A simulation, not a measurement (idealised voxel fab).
process module | voxel local oxidation
cross-section cut | 160 nm wide | cells 5 nm
A cross-section is a grid of square cells, given in bands from the top down. A band is one or more rows of cells.
Each band's line starts with the height of the band's top and of its bottom, in nm. Then come its materials from left to right, each with its width in nm. One material with "throughout" fills the band from edge to edge. "air" is empty space.
Height 0 is the level under which the wafer as received is all one material. The lowest band goes on downwards, as in "0 down".
A width such as "30 to 40" changes by the same amount from each row of cells to the next, from the band's top row to its bottom row.
"no change" after a step means that no cell of the cross-section changed.
closed voids: empty space of 8 cells or more with no open way to the top, each as width x height at its distance from the left edge, in nm
after a step's settings: what the simulator itself notes on the step
overlay nm, on a step with a mask: how far to the right of its planned place the mask lay; to the left if negative
plan
1 op RECEIVE | material Si
2 op CONFORMAL_DEP | material SiO2 | thk nm 5
3 op CONFORMAL_DEP | material SiN | thk nm 10
4 op PATTERN | tone cover | mask id ACTIVE | material resist | width nm 95 | thk nm 15 | overlay nm 0
5 op DIRECTIONAL_ETCH | etch materials SiN | depth nm 10
6 op STRIP | etch materials resist
7 op SELECTIVE_ETCH | etch materials SiO2 | depth nm 5
8 op OXIDIZE | depth nm 10
9 op STRIP | etch materials SiN
first wafer, as planned
as received, after step 1
  0 down: Si throughout
  closed voids: none
after step 2
  5 to 0: SiO2 throughout
  below 0: unchanged
after step 3
  15 to 5: SiN throughout
  below 5: unchanged
after step 4
  30 to 15: air 30 | resist 95 | air 35
  below 15: unchanged
after step 5
  30 to 15: air 30 | resist 95 | air 35
  15 to 5: air 30 | SiN 95 | air 35
  below 5: unchanged
after step 6
  15 to 5: air 30 | SiN 95 | air 35
  below 5: unchanged
after step 7
  15 to 5: air 30 | SiN 95 | air 35
  5 to 0: air 35 | SiO2 85 | air 40
  below 0: unchanged
after step 8
  15 to 5: air 30 | SiN 95 | air 35
  5 to 0: air 35 | SiO2 85 | air 40
  0 to -10: SiO2 45 | Si 65 | SiO2 50
  below -10: unchanged
after step 9
  5 to 0: air 35 | SiO2 85 | air 40
  below 0: unchanged
second wafer: like start, like plan, one mistake. Through step 3 it matches the first wafer
when step 4 should have ended
  30 to 15: air 20 | resist 95 | air 45
  below 15: unchanged
when step 5 should have ended
  30 to 15: air 20 | resist 95 | air 45
  15 to 5: air 20 | SiN 95 | air 45
  below 5: unchanged
when step 6 should have ended
  15 to 5: air 20 | SiN 95 | air 45
  below 5: unchanged
when step 7 should have ended
  15 to 5: air 20 | SiN 95 | air 45
  5 to 0: air 25 | SiO2 85 | air 50
  below 0: unchanged
when step 8 should have ended
  15 to 5: air 20 | SiN 95 | air 45
  5 to 0: air 25 | SiO2 85 | air 50
  0 to -10: SiO2 35 | Si 65 | SiO2 60
  below -10: unchanged
when step 9 should have ended
  5 to 0: air 25 | SiO2 85 | air 50
  below 0: unchanged
what went wrong: step 4 ran as: op PATTERN | tone cover | mask id ACTIVE | material resist | width nm 95 | thk nm 15 | overlay nm -10
at the end the second wafer has, in cells: as many of each material as the first, in other places
